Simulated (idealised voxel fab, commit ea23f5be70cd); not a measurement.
process module | voxel capacitor over wiring
cross-section cut | 195 nm wide | cells 5 nm
A cross-section is a grid of square cells, given in bands from the top down. A band is one or more rows of cells.
Each band's line starts with the height of the band's top and of its bottom, in nm. Then come its materials from left to right, each with its width in nm. One material with "throughout" fills the band from edge to edge. "air" is empty space.
Height 0 is the level under which the wafer as received is all one material. The lowest band goes on downwards, as in "0 down".
A width such as "30 to 40" changes by the same amount from each row of cells to the next, from the band's top row to its bottom row.
"no change" after a step means that no cell of the cross-section changed.
closed voids: empty space of 8 cells or more with no open way to the top, each as width x height at its distance from the left edge, in nm
after a step's settings: what the simulator itself notes on the step
overlay nm, on a step with a mask: how far to the right of its planned place the mask lay; to the left if negative
plan
1 op RECEIVE | material Si
2 op CONFORMAL_DEP | material SiO2 | thk nm 10
3 op CONFORMAL_DEP | material SiCN | thk nm 5
4 op DIRECTIONAL_DEP | material lowk | thk nm 15
5 op PATTERN | tone open | mask id METAL_1 | material resist | width nm 25 | pitch nm 80 | thk nm 15 | overlay nm 0
6 op DIRECTIONAL_ETCH | etch materials lowk | depth nm 15
7 op DIRECTIONAL_ETCH | etch materials SiCN | depth nm 5
8 op STRIP | etch materials resist
9 op CONFORMAL_DEP | material TiN | thk nm 5
10 op FILL_DEP | material Cu | thk nm 10
11 op CMP | height nm 30
12 op EPI | material Ru | thk nm 5
13 op FILL_DEP | material SiCN | thk nm 5
14 op DIRECTIONAL_DEP | material lowk | thk nm 10
15 op MASKED_ETCH | tone open | mask id PLUG_1 | width nm 15 | etch materials lowk | depth nm 10 | overlay nm 0
16 op MASKED_ETCH | tone open | mask id PLUG_1 | width nm 15 | etch materials SiCN | depth nm 5 | overlay nm 0
17 op EPI | material Ru | thk nm 10
18 op EPI | material Ru | thk nm 5
19 op DIRECTIONAL_DEP | material TiN | thk nm 10
20 op DIRECTIONAL_DEP | material SiN | thk nm 5
21 op DIRECTIONAL_DEP | material TiN | thk nm 10
22 op DIRECTIONAL_DEP | material aC | thk nm 10
23 op PATTERN | tone cover | mask id UPPER_PLATE | material resist | width nm 60 | thk nm 30 | overlay nm 0
24 op DIRECTIONAL_ETCH | etch materials aC | depth nm 10
25 op STRIP | etch materials resist
26 op DIRECTIONAL_ETCH | etch materials TiN | depth nm 10
27 op DIRECTIONAL_ETCH | etch materials SiN | depth nm 5
28 op STRIP | etch materials aC
29 op MASKED_ETCH | tone cover | mask id LOWER_PLATE | width nm 70 | etch materials TiN | depth nm 10 | overlay nm 0
30 op FILL_DEP | material SiO2 | thk nm 15
31 op CMP | height nm 85
32 op PATTERN | tone open | mask id PLUG_2 | material resist | width nm 15 | thk nm 20 | overlay nm 0
33 op DIRECTIONAL_ETCH | etch materials SiO2 | depth nm 10
34 op STRIP | etch materials resist
35 op CONFORMAL_DEP | material TiN | thk nm 5
36 op FILL_DEP | material Cu | thk nm 5
37 op CMP | height nm 85
38 op CONFORMAL_DEP | material SiCN | thk nm 5
as received, after step 1
  0 down: Si throughout
  closed voids: none
a wafer at the end: this start, this plan, one mistake
  90 to 85: SiCN throughout
  85 to 80: SiO2 65 | TiN 5 | Cu 5 | TiN 5 | SiO2 115
  80 to 75: SiO2 65 | TiN 15 | SiO2 115
  75 to 65: SiO2 55 | TiN 60 | SiO2 80
  65 to 60: SiO2 55 | SiN 60 | SiO2 80
  60 to 50: SiO2 50 | TiN 70 | SiO2 75
  50 to 40: lowk 55 | Ru 15 | lowk 125
  40 to 35: SiCN 55 | Ru 15 | SiCN 125
  35 to 30: SiCN 40 | Ru 35 | SiCN 45 | Ru 35 | SiCN 40
  30 to 25: lowk 45 | TiN 5 | Cu 15 | TiN 5 | lowk 55 | TiN 5 | Cu 15 | TiN 5 | lowk 45
  25 to 20: SiCN 45 | TiN 25 | SiCN 55 | TiN 25 | SiCN 45
  20 to 10: SiCN throughout
  10 to 0: SiO2 throughout
  0 down: Si throughout
  closed voids: none
what went wrong: step 3 ran as: op CONFORMAL_DEP | material SiCN | thk nm 15
